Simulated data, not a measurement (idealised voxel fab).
Module name: voxel air gaps (process module)
cross-section cut | 210 nm wide | cells 5 nm
A cross-section is a grid of square cells, given in bands from the top down. A band is one or more rows of cells.
It is stipulated that each band's entry specify, in nanometres, the height of the top of the band and then that of its bottom, followed by the materials of the band in left-to-right sequence, each together with its width in nanometres. A single material marked by the word "full width" is understood to fill the band from edge to edge; the word "air" is understood to denote empty space.
Heights are reckoned from 0. Under this level, the received wafer is all of one material. The bottommost band is open-ended downward, for example "0 -> down".
A two-number width, for instance "30..40", indicates that the width is equal to the first number in the top row of the band and to the second number in the bottom row, and that it changes by a constant amount per row of cells.
No cell of the cross-section changed in a step that is given as "no change occurred".
Enclosed voids (no open way to top), threshold 8 cells or more, entry "Enclosed cavities", notation width x height at distance, distance from left edge, nm.
It should be noted that, on the line of a given step, the content following the step's settings is a remark produced by the simulator itself with respect to that step.
You can add "overlay nm" to a step's line. For a step with a mask, it describes how far the mask lay to the right of its planned position, and a negative number describes a lay to the left.
From here on the document is pairs. In a pair, the cross-section before one process step comes with the cross-section after it, and the latter goes no deeper than the lowest band that changed. What lies in between, the step and its settings, is written under the pair. A pair may be from a different run of this module on the same starting wafer than the pair above it, so it continues from that pair only where its entry headed "Before step" says so.

## Before step
60 -> 20 = 20 SiO2 | 20 air | 30 SiO2 | 20 air | 30 SiO2 | 20 air | 30 SiO2 | 20 air | 20 SiO2
20 -> 15 = SiCN full width
15 -> 0 = SiO2 full width
0 -> down = Si full width
Enclosed cavities: none

## Step Result
65 -> 60 = 25 SiCN | 10 air | 40 SiCN | 10 air | 40 SiCN | 10 air | 40 SiCN | 10 air | 25 SiCN
60 -> 25 = 20 SiO2 | 5 SiCN | 10 air | 5 SiCN | 30 SiO2 | 5 SiCN | 10 air | 5 SiCN | 30 SiO2 | 5 SiCN | 10 air | 5 SiCN | 30 SiO2 | 5 SiCN | 10 air | 5 SiCN | 20 SiO2
25 -> 20 = 20 SiO2 | 20 SiCN | 30 SiO2 | 20 SiCN | 30 SiO2 | 20 SiCN | 30 SiO2 | 20 SiCN | 20 SiO2
Heights below 20 show no change.
Enclosed cavities: none
Quick note on the step between the two cross-sections above: op CONFORMAL_DEP | material SiCN | thk nm 5

Before step: same picture as after in the pair right above, so we don't repeat it.

## Step Result
75 -> 65 = Ru full width
65 -> 60 = 25 SiCN | 10 Ru | 40 SiCN | 10 Ru | 40 SiCN | 10 Ru | 40 SiCN | 10 Ru | 25 SiCN
60 -> 25 = 20 SiO2 | 5 SiCN | 10 Ru | 5 SiCN | 30 SiO2 | 5 SiCN | 10 Ru | 5 SiCN | 30 SiO2 | 5 SiCN | 10 Ru | 5 SiCN | 30 SiO2 | 5 SiCN | 10 Ru | 5 SiCN | 20 SiO2
Heights below 25 show no change.
Enclosed cavities: none
Quick note on the step between the two cross-sections above: op FILL_DEP | material Ru | thk nm 10

Before step: same picture as after in the pair right above, so we don't repeat it.

## Step Result
60 -> 25 = 20 SiO2 | 5 SiCN | 10 Ru | 5 SiCN | 30 SiO2 | 5 SiCN | 10 Ru | 5 SiCN | 30 SiO2 | 5 SiCN | 10 Ru | 5 SiCN | 30 SiO2 | 5 SiCN | 10 Ru | 5 SiCN | 20 SiO2
Heights below 25 show no change.
Enclosed cavities: none
Quick note on the step between the two cross-sections above: op CMP | height nm 60

Before step: same picture as after in the pair right above, so we don't repeat it.

## Step Result
70 -> 60 = 15 air | 30 Ru | 20 air | 30 Ru | 20 air | 30 Ru | 20 air | 30 Ru | 15 air
Heights below 60 show no change.
Enclosed cavities: none
Quick note on the step between the two cross-sections above: op EPI | material Ru | thk nm 10

Before step: same picture as after in the pair right above, so we don't repeat it.

## Step Result
70 -> 60 = 15 air | 30 Ru | 20 air | 30 Ru | 20 air | 30 Ru | 20 air | 30 Ru | 15 air
60 -> 25 = 20 air | 5 SiCN | 10 Ru | 5 SiCN | 30 air | 5 SiCN | 10 Ru | 5 SiCN | 30 air | 5 SiCN | 10 Ru | 5 SiCN | 30 air | 5 SiCN | 10 Ru | 5 SiCN | 20 air
25 -> 20 = 20 air | 20 SiCN | 30 air | 20 SiCN | 30 air | 20 SiCN | 30 air | 20 SiCN | 20 air
Heights below 20 show no change.
Enclosed cavities: none
Quick note on the step between the two cross-sections above: op SELECTIVE_ETCH | etch materials SiO2 | depth nm 50

Before step: same picture as after in the pair right above, so we don't repeat it.

## Step Result
75 -> 70 = 10 air | 40 SiCN | 10 air | 40 SiCN | 10 air | 40 SiCN | 10 air | 40 SiCN | 10 air
70 -> 60 = 10 air | 5 SiCN | 30 Ru | 5 SiCN | 10 air | 5 SiCN | 30 Ru | 5 SiCN | 10 air | 5 SiCN | 30 Ru | 5 SiCN | 10 air | 5 SiCN | 30 Ru | 5 SiCN | 10 air
60 -> 55 = 10 air | 15 SiCN | 10 Ru | 15 SiCN | 10 air | 15 SiCN | 10 Ru | 15 SiCN | 10 air | 15 SiCN | 10 Ru | 15 SiCN | 10 air | 15 SiCN | 10 Ru | 15 SiCN | 10 air
55 -> 25 = 15 air | 10 SiCN | 10 Ru | 10 SiCN | 20 air | 10 SiCN | 10 Ru | 10 SiCN | 20 air | 10 SiCN | 10 Ru | 10 SiCN | 20 air | 10 SiCN | 10 Ru | 10 SiCN | 15 air
25 -> 15 = SiCN full width
Heights below 15 show no change.
Enclosed cavities: none
Quick note on the step between the two cross-sections above: op CONFORMAL_DEP | material SiCN | thk nm 5

## Before step
75 -> 60 = aC full width
60 -> 20 = SiO2 full width
20 -> 15 = SiCN full width
15 -> 0 = SiO2 full width
0 -> down = Si full width
Enclosed cavities: none

## Step Result
110 -> 75 = 20 air | 20 resist | 30 air | 20 resist | 30 air | 20 resist | 30 air | 20 resist | 20 air
Heights below 75 show no change.
Enclosed cavities: none
Quick note on the step between the two cross-sections above: op PATTERN | tone cover | mask id LINES | material resist | width nm 20 | pitch nm 50 | thk nm 35 | overlay nm 0

Before step: same picture as after in the pair right above, so we don't repeat it.

## Step Result
95 -> 75 = 20 air | 20 resist | 30 air | 20 resist | 30 air | 20 resist | 30 air | 20 resist | 20 air
75 -> 60 = 20 air | 20 aC | 30 air | 20 aC | 30 air | 20 aC | 30 air | 20 aC | 20 air
Heights below 60 show no change.
Enclosed cavities: none
Quick note on the step between the two cross-sections above: op DIRECTIONAL_ETCH | etch materials aC | depth nm 15

Before step: same picture as after in the pair right above, so we don't repeat it.

## Step Result
75 -> 60 = 20 air | 20 aC | 30 air | 20 aC | 30 air | 20 aC | 30 air | 20 aC | 20 air
Heights below 60 show no change.
Enclosed cavities: none
Quick note on the step between the two cross-sections above: op STRIP | etch materials resist

Before step: same picture as after in the pair right above, so we don't repeat it.

## Step Result
75 -> 60 = 20 air | 20 aC | 30 air | 20 aC | 30 air | 20 aC | 30 air | 20 aC | 20 air
60 -> 20 = 20 air | 20 SiO2 | 30 air | 20 SiO2 | 30 air | 20 SiO2 | 30 air | 20 SiO2 | 20 air
Heights below 20 show no change.
Enclosed cavities: none
Quick note on the step between the two cross-sections above: op DIRECTIONAL_ETCH | etch materials SiO2 | depth nm 40

Before step: same picture as after in the pair right above, so we don't repeat it.

## Step Result
60 -> 20 = 20 air | 20 SiO2 | 30 air | 20 SiO2 | 30 air | 20 SiO2 | 30 air | 20 SiO2 | 20 air
Heights below 20 show no change.
Enclosed cavities: none
Quick note on the step between the two cross-sections above: op STRIP | etch materials aC

Before step: same picture as after in the pair right above, so we don't repeat it.

## Step Result
65 -> 60 = 15 air | 30 TiN | 20 air | 30 TiN | 20 air | 30 TiN | 20 air | 30 TiN | 15 air
60 -> 25 = 15 air | 5 TiN | 20 SiO2 | 5 TiN | 20 air | 5 TiN | 20 SiO2 | 5 TiN | 20 air | 5 TiN | 20 SiO2 | 5 TiN | 20 air | 5 TiN | 20 SiO2 | 5 TiN | 15 air
25 -> 20 = 20 TiN | 20 SiO2 | 30 TiN | 20 SiO2 | 30 TiN | 20 SiO2 | 30 TiN | 20 SiO2 | 20 TiN
Heights below 20 show no change.
Enclosed cavities: none
Quick note on the step between the two cross-sections above: op CONFORMAL_DEP | material TiN | thk nm 5

Before step: same picture as after in the pair right above, so we don't repeat it.

## Step Result
75 -> 65 = Ru full width
65 -> 60 = 15 Ru | 30 TiN | 20 Ru | 30 TiN | 20 Ru | 30 TiN | 20 Ru | 30 TiN | 15 Ru
60 -> 25 = 15 Ru | 5 TiN | 20 SiO2 | 5 TiN | 20 Ru | 5 TiN | 20 SiO2 | 5 TiN | 20 Ru | 5 TiN | 20 SiO2 | 5 TiN | 20 Ru | 5 TiN | 20 SiO2 | 5 TiN | 15 Ru
Heights below 25 show no change.
Enclosed cavities: none
Quick note on the step between the two cross-sections above: op FILL_DEP | material Ru | thk nm 10

Before step: same picture as after in the pair right above, so we don't repeat it.

## Step Result
60 -> 25 = 15 Ru | 5 TiN | 20 SiO2 | 5 TiN | 20 Ru | 5 TiN | 20 SiO2 | 5 TiN | 20 Ru | 5 TiN | 20 SiO2 | 5 TiN | 20 Ru | 5 TiN | 20 SiO2 | 5 TiN | 15 Ru
Heights below 25 show no change.
Enclosed cavities: none
Quick note on the step between the two cross-sections above: op CMP | height nm 60

Before step: same picture as after in the pair right above, so we don't repeat it.

## Step Result
70 -> 60 = Ru full width
Heights below 60 show no change.
Enclosed cavities: none
Quick note on the step between the two cross-sections above: op EPI | material Ru | thk nm 10

Before step: same picture as after in the pair right above, so we don't repeat it.

## Step Result
75 -> 70 = SiCN full width
Heights below 70 show no change.
Enclosed cavities: none
Quick note on the step between the two cross-sections above: op CONFORMAL_DEP | material SiCN | thk nm 5
